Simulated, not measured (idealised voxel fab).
Proc. module: voxel ribs on slabs
Displayed cross-section: cut, width of 155 nm, square cells sized 5 nm.
A cross-section in this document is a grid of square cells, and it is written down as bands, the top band listed before the ones below it; a band is made up of one or more rows of cells.
Heads up on the band format: heights come first, top then bottom, in nm. After that it's the materials left to right, each with its width in nm. A single material flagged "full width" fills the whole band edge to edge, and "blank" means there's empty space there.
Height reference: 0 = level under which incoming wafer is all one material. Lowest band: no bottom, runs on downward, e.g. "0 nm and below".
Think of "30 to 40" as a width that walks from the first number to the second as you go down the band, top row to bottom row, taking equal-sized steps from row to row.
Reading "remained unchanged" for a step: not a cell of the cross-section changed in it.
Entry "Trapped cavities" = empty spaces >= 8 cells with no open way to the top; each as width x height at distance, distance from left edge, all nm.
Past the settings on a step's line: simulator remark, on that step.
A step's line can hold "overlay nm"; with a mask on that step, the setting says how far right of the planned place the mask lay, while a negative setting says it lay to the left.

So here's the lineup of process steps we planned:
1: RECEIVE (material Si)
2: DIRECTIONAL_DEP (material SiO2; thk nm 20)
3: DIRECTIONAL_DEP (material polySi; thk nm 20)
4: PATTERN (tone cover; mask id RIB; material resist; width nm 20; thk nm 20; overlay nm 0)
5: DIRECTIONAL_ETCH (etch materials polySi; depth nm 15)
6: STRIP (etch materials resist)
7: PATTERN (tone cover; mask id SLAB; material resist; width nm 60; thk nm 20; overlay nm 0)
8: DIRECTIONAL_ETCH (etch materials polySi; depth nm 5)
9: STRIP (etch materials resist)
10: FILL_DEP (material SiO2; thk nm 25)
11: CMP (height nm 60)
12: DIRECTIONAL_DEP (material W; thk nm 5)
13: PATTERN (tone cover; mask id HEATER; material resist; width nm 30; thk nm 15; overlay nm 0)
14: DIRECTIONAL_ETCH (etch materials W; depth nm 5)
15: STRIP (etch materials resist)
16: CONFORMAL_DEP (material SiO2; thk nm 5)

Run as planned: first of two wafers:

Shown in cross-section is the wafer as received, that is, as it stands after step 1:
* 0 nm and below  Si full width
* Trapped cavities: none

After step 2:
* 20 nm to 0 nm  SiO2 full width
* Under 0: no change, same as before.

After step 3:
* 40 nm to 20 nm  polySi full width
* Under 20: no change, same as before.

After step 4:
* 60 nm to 40 nm  65 nm blank, then 20 nm resist, then 70 nm blank
* Under 40: no change, same as before.

After step 5:
* 60 nm to 40 nm  65 nm blank, then 20 nm resist, then 70 nm blank
* 40 nm to 25 nm  65 nm blank, then 20 nm polySi, then 70 nm blank
* Under 25: no change, same as before.

After step 6:
* 40 nm to 25 nm  65 nm blank, then 20 nm polySi, then 70 nm blank
* Under 25: no change, same as before.

After step 7:
* 60 nm to 40 nm  45 nm blank, then 60 nm resist, then 50 nm blank
* 40 nm to 25 nm  45 nm blank, then 20 nm resist, then 20 nm polySi, then 20 nm resist, then 50 nm blank
* Under 25: no change, same as before.

After step 8:
* 60 nm to 40 nm  45 nm blank, then 60 nm resist, then 50 nm blank
* 40 nm to 25 nm  45 nm blank, then 20 nm resist, then 20 nm polySi, then 20 nm resist, then 50 nm blank
* 25 nm to 20 nm  45 nm blank, then 60 nm polySi, then 50 nm blank
* Under 20: no change, same as before.

After step 9:
* 40 nm to 25 nm  65 nm blank, then 20 nm polySi, then 70 nm blank
* Under 25: no change, same as before.

After step 10:
* 65 nm to 40 nm  SiO2 full width
* 40 nm to 25 nm  65 nm SiO2, then 20 nm polySi, then 70 nm SiO2
* 25 nm to 20 nm  45 nm SiO2, then 60 nm polySi, then 50 nm SiO2
* Under 20: no change, same as before.

After step 11:
* 60 nm to 40 nm  SiO2 full width
* Under 40: no change, same as before.

After step 12:
* 65 nm to 60 nm  W full width
* Under 60: no change, same as before.

After step 13:
* 80 nm to 65 nm  60 nm blank, then 30 nm resist, then 65 nm blank
* Under 65: no change, same as before.

After step 14:
* 80 nm to 65 nm  60 nm blank, then 30 nm resist, then 65 nm blank
* 65 nm to 60 nm  60 nm blank, then 30 nm W, then 65 nm blank
* Under 60: no change, same as before.

After step 15:
* 65 nm to 60 nm  60 nm blank, then 30 nm W, then 65 nm blank
* Under 60: no change, same as before.

After step 16:
* 70 nm to 65 nm  55 nm blank, then 40 nm SiO2, then 60 nm blank
* 65 nm to 60 nm  60 nm SiO2, then 30 nm W, then 65 nm SiO2
* Under 60: no change, same as before.

Second wafer. Start and plan as for the first. One mistake made in running. Agrees with the first up to and including step 3:

Cross-section: second wafer, time at which step 4 was scheduled to end:
* 60 nm to 40 nm  60 nm blank, then 30 nm resist, then 65 nm blank
* Under 40: no change, same as before.

Cross-section: second wafer, time at which step 5 was scheduled to end:
* 60 nm to 40 nm  60 nm blank, then 30 nm resist, then 65 nm blank
* 40 nm to 25 nm  60 nm blank, then 30 nm polySi, then 65 nm blank
* Under 25: no change, same as before.

Cross-section: second wafer, time at which step 6 was scheduled to end:
* 40 nm to 25 nm  60 nm blank, then 30 nm polySi, then 65 nm blank
* Under 25: no change, same as before.

Cross-section: second wafer, time at which step 7 was scheduled to end:
* 60 nm to 40 nm  45 nm blank, then 60 nm resist, then 50 nm blank
* 40 nm to 25 nm  45 nm blank, then 15 nm resist, then 30 nm polySi, then 15 nm resist, then 50 nm blank
* Under 25: no change, same as before.

Cross-section: second wafer, time at which step 8 was scheduled to end:
* 60 nm to 40 nm  45 nm blank, then 60 nm resist, then 50 nm blank
* 40 nm to 25 nm  45 nm blank, then 15 nm resist, then 30 nm polySi, then 15 nm resist, then 50 nm blank
* 25 nm to 20 nm  45 nm blank, then 60 nm polySi, then 50 nm blank
* Under 20: no change, same as before.

Cross-section: second wafer, time at which step 9 was scheduled to end:
* 40 nm to 25 nm  60 nm blank, then 30 nm polySi, then 65 nm blank
* Under 25: no change, same as before.

Cross-section: second wafer, time at which step 10 was scheduled to end:
* 65 nm to 40 nm  SiO2 full width
* 40 nm to 25 nm  60 nm SiO2, then 30 nm polySi, then 65 nm SiO2
* 25 nm to 20 nm  45 nm SiO2, then 60 nm polySi, then 50 nm SiO2
* Under 20: no change, same as before.

Cross-section: second wafer, time at which step 11 was scheduled to end:
* 60 nm to 40 nm  SiO2 full width
* Under 40: no change, same as before.

Cross-section: second wafer, time at which step 12 was scheduled to end:
* 65 nm to 60 nm  W full width
* Under 60: no change, same as before.

Cross-section: second wafer, time at which step 13 was scheduled to end:
* 80 nm to 65 nm  60 nm blank, then 30 nm resist, then 65 nm blank
* Under 65: no change, same as before.

Cross-section: second wafer, time at which step 14 was scheduled to end:
* 80 nm to 65 nm  60 nm blank, then 30 nm resist, then 65 nm blank
* 65 nm to 60 nm  60 nm blank, then 30 nm W, then 65 nm blank
* Under 60: no change, same as before.

Cross-section: second wafer, time at which step 15 was scheduled to end:
* 65 nm to 60 nm  60 nm blank, then 30 nm W, then 65 nm blank
* Under 60: no change, same as before.

Cross-section: second wafer, time at which step 16 was scheduled to end:
* 70 nm to 65 nm  55 nm blank, then 40 nm SiO2, then 60 nm blank
* 65 nm to 60 nm  60 nm SiO2, then 30 nm W, then 65 nm SiO2
* Under 60: no change, same as before.
Deviation from plan: step 4 did not use the planned setting and instead ran as PATTERN (tone cover; mask id RIB; material resist; width nm 30; thk nm 20; overlay nm 0)
Wrapping up, a cell-based count of both wafers puts the second over or under the first for these materials: -6 SiO2; +6 polySi
